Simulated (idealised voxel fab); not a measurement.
process module | voxel wiring stack
cross-section cut | 195 nm wide | cells 5 nm
A cross-section is a grid of square cells, given in bands from the top down. A band is one or more rows of cells.
Each band's line starts with the height of the band's top and of its bottom, in nm. Then come its materials from left to right, each with its width in nm. One material with "throughout" fills the band from edge to edge. "air" is empty space.
Height 0 is the level under which the wafer as received is all one material. The lowest band goes on downwards, as in "0 down".
A width such as "30 to 40" changes by the same amount from each row of cells to the next, from the band's top row to its bottom row.
"no change" after a step means that no cell of the cross-section changed.
closed voids: empty space of 8 cells or more with no open way to the top, each as width x height at its distance from the left edge, in nm
after a step's settings: what the simulator itself notes on the step
overlay nm, on a step with a mask: how far to the right of its planned place the mask lay; to the left if negative
plan
1 op RECEIVE | material Si
2 op CONFORMAL_DEP | material SiO2 | thk nm 15
3 op DIRECTIONAL_DEP | material TiN | thk nm 5
4 op DIRECTIONAL_DEP | material Ru | thk nm 25
5 op PATTERN | tone cover | mask id METAL_1 | material resist | width nm 30 | pitch nm 45 | thk nm 20 | overlay nm 0
6 op DIRECTIONAL_ETCH | etch materials Ru | depth nm 25
7 op DIRECTIONAL_ETCH | etch materials TiN | depth nm 5
8 op STRIP | etch materials resist
9 op CONFORMAL_DEP | material SiN | thk nm 5
10 op FILL_DEP | material lowk | thk nm 10
11 op CMP | height nm 45
12 op CONFORMAL_DEP | material SiCN | thk nm 5
13 op DIRECTIONAL_DEP | material lowk | thk nm 15
14 op PATTERN | tone open | mask id PLUG_1 | material resist | width nm 15 | pitch nm 90 | thk nm 15 | overlay nm 0
15 op DIRECTIONAL_ETCH | etch materials lowk | depth nm 15
16 op DIRECTIONAL_ETCH | etch materials SiCN | depth nm 5
17 op STRIP | etch materials resist
18 op CONFORMAL_DEP | material TiN | thk nm 5
19 op FILL_DEP | material Cu | thk nm 10
20 op CMP | height nm 65
21 op CONFORMAL_DEP | material SiCN | thk nm 5
22 op DIRECTIONAL_DEP | material SiO2 | thk nm 15
23 op MASKED_ETCH | tone open | mask id METAL_2 | width nm 30 | pitch nm 45 | etch materials SiO2 | depth nm 15 | overlay nm 0
24 op MASKED_ETCH | tone open | mask id METAL_2 | width nm 30 | pitch nm 45 | etch materials SiCN | depth nm 5 | overlay nm 0
25 op CONFORMAL_DEP | material TiN | thk nm 5
26 op FILL_DEP | material W | thk nm 5
27 op CMP | height nm 85
28 op CONFORMAL_DEP | material SiCN | thk nm 5
29 op DIRECTIONAL_DEP | material lowk | thk nm 35
30 op PATTERN | tone open | mask id METAL_3 | material resist | width nm 30 | pitch nm 45 | thk nm 15 | overlay nm 0
31 op DIRECTIONAL_ETCH | etch materials lowk | depth nm 10
32 op STRIP | etch materials resist
33 op PATTERN | tone open | mask id METAL_3_HOLES | material resist | width nm 15 | pitch nm 90 | thk nm 20 | overlay nm 0
34 op DIRECTIONAL_ETCH | etch materials lowk | depth nm 15
35 op DIRECTIONAL_ETCH | etch materials SiCN | depth nm 5
36 op STRIP | etch materials resist
37 op CONFORMAL_DEP | material TiN | thk nm 5
38 op FILL_DEP | material Cu | thk nm 10
39 op CMP | height nm 125
40 op CONFORMAL_DEP | material SiCN | thk nm 5
varied across the wafers: depth nm of step 31. The plan shows the first wafer's value. All wafers start alike
first wafer as received, after step 1
  0 down: Si throughout
  closed voids: none
each wafer at the end: cells of each material gained (+) or lost (-) since it was received, then its closed voids
depth nm 10 | +24 Cu | +90 Ru | +132 SiCN | +51 SiN | +180 SiO2 | +108 TiN | +36 W | +393 lowk | closed voids: none
depth nm 15 | +36 Cu | +90 Ru | +132 SiCN | +51 SiN | +180 SiO2 | +114 TiN | +36 W | +375 lowk | closed voids: none
depth nm 20 | +50 Cu | +90 Ru | +126 SiCN | +51 SiN | +180 SiO2 | +124 TiN | +36 W | +357 lowk | closed voids: none
depth nm 25 | +60 Cu | +90 Ru | +126 SiCN | +51 SiN | +180 SiO2 | +126 TiN | +36 W | +345 lowk | closed voids: none
depth nm 30 | +70 Cu | +90 Ru | +126 SiCN | +51 SiN | +180 SiO2 | +128 TiN | +36 W | +333 lowk | closed voids: none
depth nm 35 | +80 Cu | +90 Ru | +126 SiCN | +51 SiN | +180 SiO2 | +130 TiN | +36 W | +321 lowk | closed voids: none
